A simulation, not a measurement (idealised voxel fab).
You're looking at the process module voxel ribs on slabs.
The cross-section on display is named cut; it measures 185 nm wide, and its cells are 5 nm squares.
In what follows, cross-sections appear as grids of square cells, described through bands that run from the top down, where every band is one or more rows of cells.
Per band: top height and bottom height in nm, followed by the left-to-right materials and their widths in nm; "full width" marks a single material spanning edge to edge, "empty" marks empty space.
Heights are expressed relative to 0, this being the level below which the as-received wafer comprises one material exclusively. The lowest band is unbounded in the downward direction and is denoted as in "0 nm and below".
Width: "30->40" (first number = top row, second number = bottom row, same change from row to row of cells).
"no change" (step): cross-section cells unchanged, all of them.
"Completely enclosed voids" contains a list of empty spaces, each no smaller than 8 cells and without an open way to the top, written in the form width x height at distance with the distance from the left edge and all three in nm.
Where a step's line continues beyond its settings, the continuation is a remark by the simulator itself on that step.
A step's line can hold "overlay nm"; with a mask on that step, the setting says how far right of the planned place the mask lay, while a negative setting says it lay to the left.
The steps planned for the process are as follows:
1,RECEIVE with material Si
2,DIRECTIONAL_DEP with material SiO2, thk nm 25
3,DIRECTIONAL_DEP with material polySi, thk nm 15
4,PATTERN with tone cover, mask id RIB, material resist, width nm 25, thk nm 15, overlay nm 0
5,DIRECTIONAL_ETCH with etch materials polySi, depth nm 10
6,STRIP with etch materials resist
7,MASKED_ETCH with tone cover, mask id SLAB, width nm 65, etch materials polySi, depth nm 5, overlay nm 0
8,FILL_DEP with material SiO2, thk nm 20
9,CMP with height nm 50
10,DIRECTIONAL_DEP with material TiN, thk nm 10
11,MASKED_ETCH with tone cover, mask id HEATER, width nm 35, etch materials TiN, depth nm 10, overlay nm 0
12,CONFORMAL_DEP with material SiN, thk nm 5
Incoming wafer in cross-section (state: after step 1):
- 0 nm and below  Si full width
- Completely enclosed voids: none
Post-module cross-section of the first of two wafers (run per plan):
- 65 nm to 60 nm  70 of empty; 45 of SiN; 70 of empty
- 60 nm to 55 nm  70 of empty; 5 of SiN; 35 of TiN; 5 of SiN; 70 of empty
- 55 nm to 50 nm  75 of SiN; 35 of TiN; 75 of SiN
- 50 nm to 40 nm  SiO2 full width
- 40 nm to 30 nm  80 of SiO2; 25 of polySi; 80 of SiO2
- 30 nm to 25 nm  60 of SiO2; 65 of polySi; 60 of SiO2
- 25 nm to 0 nm  SiO2 full width
- 0 nm and below  Si full width
- Completely enclosed voids: none
Cross-sectional image of the second wafer of the two following completion of the module. Starting state and process plan were the same as for the first wafer; one execution error occurred:
- 65 nm to 60 nm  70 of empty; 45 of polySi; 70 of empty
- 60 nm to 55 nm  70 of empty; 5 of polySi; 35 of TiN; 5 of polySi; 70 of empty
- 55 nm to 50 nm  75 of polySi; 35 of TiN; 75 of polySi
- 50 nm to 40 nm  SiO2 full width
- 40 nm to 30 nm  80 of SiO2; 25 of polySi; 80 of SiO2
- 30 nm to 25 nm  60 of SiO2; 65 of polySi; 60 of SiO2
- 25 nm to 0 nm  SiO2 full width
- 0 nm and below  Si full width
- Completely enclosed voids: none
Against the plan, the run slipped here: step 12 changed vs plan, executed as CONFORMAL_DEP with material polySi, thk nm 5
Heads up, by the end the second wafer has more or fewer cells of some materials compared to the first: -41 SiN | +41 polySi
